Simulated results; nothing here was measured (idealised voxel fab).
The process module presented herein is designated voxel self aligned contacts.
Cross-section cut spans 300 nm and uses square cells 5 nm in size.
Format of a cross-section: grid, square cells. Given as bands. Order: top down. Band: one or more rows of cells.
First you get the band's top height and its bottom height, in nm, and then the materials it's made of, left to right, with each width in nm. If you see a single material with "edge to edge", that one covers the band edge to edge. "air" is empty space.
Basically, 0 is our baseline, since under it the wafer straight out of the box is all one material. The bottom band has no lower end and keeps on going down, so it looks like "0 nm and below".
The two numbers in a width such as "30 to 40" mark its ends across the band: the first belongs to the top row of cells, the second to the bottom row, and from each row to the next the width moves by the same amount.
Reading "no modification" for a step: not a cell of the cross-section changed in it.
Listed in "Voids lacking openings": every empty space of 8 or more cells without an open way to the top. Form: width x height at distance, the distance being from the left edge, all in nm.
Note: text after step settings on the step line = simulator remark on that step.
A step line may carry the setting "overlay nm", which, for steps involving a mask, states the distance by which the mask lay to the right of its intended position; negative values denote displacement to the left.
**These are the steps we planned for the process**
| 1 | RECEIVE, material Si |
| 2 | OXIDIZE, depth nm 5 |
| 3 | DIRECTIONAL_DEP, material polySi, thk nm 30 |
| 4 | DIRECTIONAL_DEP, material SiN, thk nm 15 |
| 5 | DIRECTIONAL_DEP, material aC, thk nm 15 |
| 6 | PATTERN, tone cover, mask id GATE, material resist, width nm 30, pitch nm 55, thk nm 30, overlay nm 0 |
| 7 | DIRECTIONAL_ETCH, etch materials aC, depth nm 15 |
| 8 | STRIP, etch materials resist |
| 9 | DIRECTIONAL_ETCH, etch materials SiN, depth nm 15 |
| 10 | DIRECTIONAL_ETCH, etch materials polySi, depth nm 30 |
| 11 | STRIP, etch materials aC |
| 12 | CONFORMAL_DEP, material SiN, thk nm 5 |
| 13 | DIRECTIONAL_ETCH, etch materials SiN, depth nm 5 |
| 14 | FILL_DEP, material SiO2, thk nm 15 |
| 15 | CMP, height nm 50 |
| 16 | MASKED_ETCH, tone open, mask id CONTACT, width nm 35, etch materials SiO2, depth nm 55, overlay nm 0 |
| 17 | CONFORMAL_DEP, material TiN, thk nm 5 |
| 18 | FILL_DEP, material Ru, thk nm 5 |
| 19 | CMP, height nm 50 |
| 20 | CONFORMAL_DEP, material SiCN, thk nm 5 |
**Incoming wafer, cross-sectional view, post step 1**
- 0 nm and below = Si edge to edge
- Voids lacking openings: none
**Run as planned - first of the two wafers cross-sectioned at the end of the module**
- 55 nm to 50 nm = SiCN edge to edge
- 50 nm to 45 nm = SiO2=130 | TiN=15 | Ru=5 | TiN=15 | SiO2=135
- 45 nm to 30 nm = SiO2=100 | SiN=40 | TiN=5 | Ru=5 | TiN=5 | SiN=40 | SiO2=105
- 30 nm to 0 nm = SiO2=100 | SiN=5 | polySi=30 | SiN=5 | TiN=5 | Ru=5 | TiN=5 | SiN=5 | polySi=30 | SiN=5 | SiO2=105
- 0 nm to -5 nm = SiO2=140 | TiN=15 | SiO2=145
- -5 nm and below = Si edge to edge
- Voids lacking openings: none
**second wafer at the end: like start, like plan, one mistake**
- 55 nm to 50 nm = SiCN edge to edge
- 50 nm to 45 nm = SiO2=120 | TiN=25 | Ru=5 | TiN=5 | SiO2=145
- 45 nm to 30 nm = SiO2=100 | SiN=40 | TiN=5 | Ru=5 | TiN=5 | SiN=40 | SiO2=105
- 30 nm to 0 nm = SiO2=100 | SiN=5 | polySi=30 | SiN=5 | TiN=5 | Ru=5 | TiN=5 | SiN=5 | polySi=30 | SiN=5 | SiO2=105
- 0 nm to -5 nm = SiO2=140 | TiN=15 | SiO2=145
- -5 nm and below = Si edge to edge
- Voids lacking openings: none
Diagnosis: heads up, step 16 didn't go per plan, it actually ran as MASKED_ETCH, tone open, mask id CONTACT, width nm 35, etch materials SiO2, depth nm 55, overlay nm -10
Cell counts per material: same on both final wafers. Positions: different.
